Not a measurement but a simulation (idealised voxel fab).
Process module name: voxel tone inversion
Square cell edge 5 nm, section width 170 nm, ID cut.
For the purposes of this document, a cross-section shall be understood as a grid of square cells, specified as bands listed in top-to-bottom order, each band consisting of one or more rows of cells. Top, bottom (nm), then materials left to right with widths (nm); lone material tagged "full width" fills the whole band edge to edge; "blank" = empty space. Below 0: as-received wafer, all one material; heights counted from there. Lowest band: no bottom, goes on down, written "top 0, no bottom". When a width is written as two numbers, as in "30->40", the first number is the width in the top row of cells of the band and the second is the width in its bottom row, and the width changes by the same amount from each row to the next. Step note "changes: none" = no cross-section cell changed. Voids not open to the top, 8 cells minimum: see "Voids, fully enclosed". Written width x height at distance; distance is from the left edge; nm. On each step's line, the part that comes after the settings is the simulator's own comment on the step. overlay nm: where the mask lay relative to plan, measured to the right, on steps with a mask; negatives go left.
These are the steps we planned for the process:
1) RECEIVE, material Si
2) CONFORMAL_DEP, material SiN, thk nm 10
3) DIRECTIONAL_DEP, material polySi, thk nm 20
4) PATTERN, tone cover, mask id POSTS, material resist, width nm 15, pitch nm 45, thk nm 25, overlay nm 0
5) DIRECTIONAL_ETCH, etch materials polySi, depth nm 20
6) STRIP, etch materials resist
7) FILL_DEP, material lowk, thk nm 10
8) CMP, height nm 30
9) STRIP, etch materials polySi
10) CONFORMAL_DEP, material TiN, thk nm 5
11) FILL_DEP, material Cu, thk nm 10
12) CMP, height nm 30
13) CONFORMAL_DEP, material SiCN, thk nm 5
Incoming wafer in cross-section (state: after step 1):
> top 0, no bottom: Si full width
> Voids, fully enclosed: none
Below is the wafer in cross-section after the module was completed. It began from the starting point shown above and followed the plan shown above, except that one mistake was made while running it:
> top 35, bottom 30: SiCN full width
> top 30, bottom 15: 25 Cu / 5 TiN / 15 lowk / 5 TiN / 20 Cu / 5 TiN / 15 lowk / 5 TiN / 20 Cu / 5 TiN / 15 lowk / 5 TiN / 30 Cu
> top 15, bottom 10: 30 TiN / 15 lowk / 30 TiN / 15 lowk / 30 TiN / 15 lowk / 35 TiN
> top 10, bottom 0: SiN full width
> top 0, no bottom: Si full width
> Voids, fully enclosed: none
Here's what went sideways: step 4 was run on a setting that differed from the plan, and what really ran there is PATTERN, tone open, mask id POSTS, material resist, width nm 15, pitch nm 45, thk nm 25, overlay nm 0
